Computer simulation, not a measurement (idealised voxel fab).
The process module presented herein is designated voxel gate over fins.
FYI the section here is cut, 225 nm wide, cells are 5 nm squares.
In this document a cross-section is written as a grid of square cells. It is given as a series of bands, listed from the top down, and a band is one or more rows of cells.
Look at the band entry: it leads with the top's height and the bottom's height in nm. Then it lists the materials left to right, with a width in nm for each. The word "full width" on a single material says that material fills the band edge to edge. The word "air" is empty space.
Convention: height 0 is the level below which the wafer, as received, is all one material. The lowest band does not terminate at the bottom but continues downward, represented as "0..down".
The expression "30->40" gives the width at the extremes of the band, the first number at its top row of cells and the second at its bottom row, with the width changing by equal amounts from each row to the next in between.
Where the words "changes: none" appear for a step, the cross-section shows no cell changed by that step; every cell remained as before.
"Sealed-off cavities" specifies each empty space that is not open to the top and that occupies no fewer than 8 cells, using the form width x height at distance, the distance measured from the left edge and all three quantities in nm.
On each step's line, the part that comes after the settings is the simulator's own comment on the step.
Regarding "overlay nm": on a step with a mask, it is the distance the mask lay to the right of its planned place; a negative value places it to the left.

The steps planned for the process are as follows
1. RECEIVE | material Si
2. CONFORMAL_DEP | material SiN | thk nm 10
3. PATTERN | tone cover | mask id FINS | material resist | width nm 15 | pitch nm 35 | thk nm 20 | overlay nm 0
4. DIRECTIONAL_ETCH | etch materials SiN | depth nm 10
5. DIRECTIONAL_ETCH | etch materials Si | depth nm 30
6. STRIP | etch materials resist
7. OXIDIZE | depth nm 5
8. FILL_DEP | material SiO2 | thk nm 10
9. CMP | height nm 10
10. SELECTIVE_ETCH | etch materials SiO2 | depth nm 25
11. STRIP | etch materials SiN
12. CONFORMAL_DEP | material HfO2 | thk nm 5
13. CONFORMAL_DEP | material TiN | thk nm 5
14. CONFORMAL_DEP | material TiAl | thk nm 5
15. CONFORMAL_DEP | material TiN | thk nm 5
16. FILL_DEP | material W | thk nm 15
17. CMP | height nm 30
18. CONFORMAL_DEP | material SiN | thk nm 10
Same starting wafers, different thk nm at step 12. Plan value belongs to the first wafer.

After step 1, as received: first of several wafers, cross-section
0..down: Si full width
Sealed-off cavities: none

Below is a per-wafer table. In it, each row describes the wafer at the end of the module by giving, for each material, the number of cells gained (+) or lost (-) since the wafer was received, and after that the closed voids of the wafer
thk nm 5 | +63 HfO2 | -294 Si | +90 SiN | +168 SiO2 | +63 TiAl | +114 TiN | +156 W | Sealed-off cavities: none
thk nm 10 | +126 HfO2 | -294 Si | +90 SiN | +168 SiO2 | +51 TiAl | +114 TiN | +105 W | Sealed-off cavities: none
thk nm 15 | +189 HfO2 | -294 Si | +90 SiN | +168 SiO2 | +51 TiAl | +102 TiN | +54 W | Sealed-off cavities: none
thk nm 20 | +240 HfO2 | -294 Si | +90 SiN | +168 SiO2 | +51 TiAl | +73 TiN | +32 W | Sealed-off cavities: none
